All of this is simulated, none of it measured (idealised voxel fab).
voxel released beams: a process module
The width of the displayed cross-section, cut, is 260 nm; its cells are square, with a size of 5 nm.
Bands, listed from the top down, are how a cross-section gets written in this document; the cross-section itself is a grid of square cells, and a band is one or more rows of them.
Top, bottom (nm), then materials left to right with widths (nm); lone material tagged "full width" fills the whole band edge to edge; "blank" = empty space.
Beneath 0, the wafer as received is one material, and that level is where height counting begins. The lowest band goes on downward without a bottom; it is written like "0 and below".
Width "30 to 40": first value at the band's top row of cells, second value at its bottom row, equal change from row to row.
"changes: none" for a step: no cell of the cross-section changed in that step.
Closed-off voids of 8+ cells (no open route to the top) go in "Trapped voids", written width x height at distance from the left edge, in nm.
Anything after a step's settings on that line? It's the simulator's own note about the step.
overlay nm: right-of-plan distance of the mask on a masked step; negative values mean left-of-plan.

Set out below are the planned steps of the process
| 1 | RECEIVE,material Si |
| 2 | CONFORMAL_DEP,material Al2O3,thk nm 5 |
| 3 | DIRECTIONAL_DEP,material SiO2,thk nm 15 |
| 4 | DIRECTIONAL_DEP,material aC,thk nm 10 |
| 5 | PATTERN,tone open,mask id ANCHOR,material resist,width nm 45,thk nm 30,overlay nm 0 |
| 6 | DIRECTIONAL_ETCH,etch materials aC,depth nm 10 |
| 7 | STRIP,etch materials resist |
| 8 | DIRECTIONAL_ETCH,etch materials SiO2,depth nm 15 |
| 9 | STRIP,etch materials aC |
| 10 | CONFORMAL_DEP,material SiN,thk nm 15 |
| 11 | DIRECTIONAL_DEP,material aC,thk nm 10 |
| 12 | PATTERN,tone cover,mask id BEAM,material resist,width nm 120,thk nm 30,overlay nm 0 |
| 13 | DIRECTIONAL_ETCH,etch materials aC,depth nm 10 |
| 14 | STRIP,etch materials resist |
| 15 | DIRECTIONAL_ETCH,etch materials SiN,depth nm 15 |
| 16 | STRIP,etch materials aC |
| 17 | STRIP,etch materials SiO2 |

First of the two wafers, run per plan

Wafer at receipt (post step 1), cross-section
  0 and below  Si full width
  Trapped voids: none

Upon completion of step 2, the wafer appears in cross-section as shown
  5 down to 0  Al2O3 full width
  Below a height of 0, the structure has not been altered.

Upon completion of step 3, the wafer appears in cross-section as shown
  20 down to 5  SiO2 full width
  Below a height of 5, the structure has not been altered.

Upon completion of step 4, the wafer appears in cross-section as shown
  30 down to 20  aC full width
  Below a height of 20, the structure has not been altered.

Upon completion of step 5, the wafer appears in cross-section as shown
  60 down to 30  resist: 70 | blank: 45 | resist: 145
  Below a height of 30, the structure has not been altered.

Upon completion of step 6, the wafer appears in cross-section as shown
  50 down to 30  resist: 70 | blank: 45 | resist: 145
  30 down to 20  aC: 70 | blank: 45 | aC: 145
  Below a height of 20, the structure has not been altered.

Upon completion of step 7, the wafer appears in cross-section as shown
  30 down to 20  aC: 70 | blank: 45 | aC: 145
  Below a height of 20, the structure has not been altered.

Upon completion of step 8, the wafer appears in cross-section as shown
  30 down to 20  aC: 70 | blank: 45 | aC: 145
  20 down to 5  SiO2: 70 | blank: 45 | SiO2: 145
  Below a height of 5, the structure has not been altered.

Upon completion of step 9, the wafer appears in cross-section as shown
  20 down to 5  SiO2: 70 | blank: 45 | SiO2: 145
  Below a height of 5, the structure has not been altered.

Upon completion of step 10, the wafer appears in cross-section as shown
  35 down to 20  SiN: 85 | blank: 15 | SiN: 160
  20 down to 5  SiO2: 70 | SiN: 45 | SiO2: 145
  Below a height of 5, the structure has not been altered.

Upon completion of step 11, the wafer appears in cross-section as shown
  45 down to 35  aC: 85 | blank: 15 | aC: 160
  35 down to 30  SiN: 85 | blank: 15 | SiN: 160
  30 down to 20  SiN: 85 | aC: 15 | SiN: 160
  Below a height of 20, the structure has not been altered.

Upon completion of step 12, the wafer appears in cross-section as shown
  75 down to 45  blank: 65 | resist: 120 | blank: 75
  45 down to 35  aC: 85 | resist: 15 | aC: 160
  35 down to 30  SiN: 85 | resist: 15 | SiN: 160
  Below a height of 30, the structure has not been altered.

Upon completion of step 13, the wafer appears in cross-section as shown
  65 down to 45  blank: 65 | resist: 120 | blank: 75
  45 down to 35  blank: 65 | aC: 20 | resist: 15 | aC: 85 | blank: 75
  Below a height of 35, the structure has not been altered.

Upon completion of step 14, the wafer appears in cross-section as shown
  45 down to 35  blank: 65 | aC: 20 | blank: 15 | aC: 85 | blank: 75
  35 down to 30  SiN: 85 | blank: 15 | SiN: 160
  Below a height of 30, the structure has not been altered.

Upon completion of step 15, the wafer appears in cross-section as shown
  45 down to 35  blank: 65 | aC: 20 | blank: 15 | aC: 85 | blank: 75
  35 down to 30  blank: 65 | SiN: 20 | blank: 15 | SiN: 85 | blank: 75
  30 down to 20  blank: 65 | SiN: 20 | aC: 15 | SiN: 85 | blank: 75
  Below a height of 20, the structure has not been altered.

Upon completion of step 16, the wafer appears in cross-section as shown
  35 down to 20  blank: 65 | SiN: 20 | blank: 15 | SiN: 85 | blank: 75
  Below a height of 20, the structure has not been altered.

Upon completion of step 17, the wafer appears in cross-section as shown
  35 down to 20  blank: 65 | SiN: 20 | blank: 15 | SiN: 85 | blank: 75
  20 down to 5  blank: 70 | SiN: 45 | blank: 145
  Below a height of 5, the structure has not been altered.

Now the other wafer: same start, same recipe, but we messed up one thing when running it. Up to and including step 1 it's the same as the first one

Cross-sectional representation of the second wafer at the time designated in the plan for the completion of step 2: changes: none

Cross-sectional representation of the second wafer at the time designated in the plan for the completion of step 3
  15 down to 0  SiO2 full width
  Below a height of 0, the structure has not been altered.

Cross-sectional representation of the second wafer at the time designated in the plan for the completion of step 4
  25 down to 15  aC full width
  Below a height of 15, the structure has not been altered.

Cross-sectional representation of the second wafer at the time designated in the plan for the completion of step 5
  55 down to 25  resist: 70 | blank: 45 | resist: 145
  Below a height of 25, the structure has not been altered.

Cross-sectional representation of the second wafer at the time designated in the plan for the completion of step 6
  45 down to 25  resist: 70 | blank: 45 | resist: 145
  25 down to 15  aC: 70 | blank: 45 | aC: 145
  Below a height of 15, the structure has not been altered.

Cross-sectional representation of the second wafer at the time designated in the plan for the completion of step 7
  25 down to 15  aC: 70 | blank: 45 | aC: 145
  Below a height of 15, the structure has not been altered.

Cross-sectional representation of the second wafer at the time designated in the plan for the completion of step 8
  25 down to 15  aC: 70 | blank: 45 | aC: 145
  15 down to 0  SiO2: 70 | blank: 45 | SiO2: 145
  Below a height of 0, the structure has not been altered.

Cross-sectional representation of the second wafer at the time designated in the plan for the completion of step 9
  15 down to 0  SiO2: 70 | blank: 45 | SiO2: 145
  Below a height of 0, the structure has not been altered.

Cross-sectional representation of the second wafer at the time designated in the plan for the completion of step 10
  30 down to 15  SiN: 85 | blank: 15 | SiN: 160
  15 down to 0  SiO2: 70 | SiN: 45 | SiO2: 145
  Below a height of 0, the structure has not been altered.

Cross-sectional representation of the second wafer at the time designated in the plan for the completion of step 11
  40 down to 30  aC: 85 | blank: 15 | aC: 160
  30 down to 25  SiN: 85 | blank: 15 | SiN: 160
  25 down to 15  SiN: 85 | aC: 15 | SiN: 160
  Below a height of 15, the structure has not been altered.

Cross-sectional representation of the second wafer at the time designated in the plan for the completion of step 12
  70 down to 40  blank: 65 | resist: 120 | blank: 75
  40 down to 30  aC: 85 | resist: 15 | aC: 160
  30 down to 25  SiN: 85 | resist: 15 | SiN: 160
  Below a height of 25, the structure has not been altered.

Cross-sectional representation of the second wafer at the time designated in the plan for the completion of step 13
  60 down to 40  blank: 65 | resist: 120 | blank: 75
  40 down to 30  blank: 65 | aC: 20 | resist: 15 | aC: 85 | blank: 75
  Below a height of 30, the structure has not been altered.

Cross-sectional representation of the second wafer at the time designated in the plan for the completion of step 14
  40 down to 30  blank: 65 | aC: 20 | blank: 15 | aC: 85 | blank: 75
  30 down to 25  SiN: 85 | blank: 15 | SiN: 160
  Below a height of 25, the structure has not been altered.

Cross-sectional representation of the second wafer at the time designated in the plan for the completion of step 15
  40 down to 30  blank: 65 | aC: 20 | blank: 15 | aC: 85 | blank: 75
  30 down to 25  blank: 65 | SiN: 20 | blank: 15 | SiN: 85 | blank: 75
  25 down to 15  blank: 65 | SiN: 20 | aC: 15 | SiN: 85 | blank: 75
  Below a height of 15, the structure has not been altered.

Cross-sectional representation of the second wafer at the time designated in the plan for the completion of step 16
  30 down to 15  blank: 65 | SiN: 20 | blank: 15 | SiN: 85 | blank: 75
  Below a height of 15, the structure has not been altered.

Cross-sectional representation of the second wafer at the time designated in the plan for the completion of step 17
  30 down to 15  blank: 65 | SiN: 20 | blank: 15 | SiN: 85 | blank: 75
  15 down to 0  blank: 70 | SiN: 45 | blank: 145
  Below a height of 0, the structure has not been altered.
In executing the process, a mistake was made relative to the plan: step 2 of the plan: omitted, not performed
Looking at both finished wafers in cells, the second ends up ahead of or behind the first on some materials: Al2O3: 52 fewer
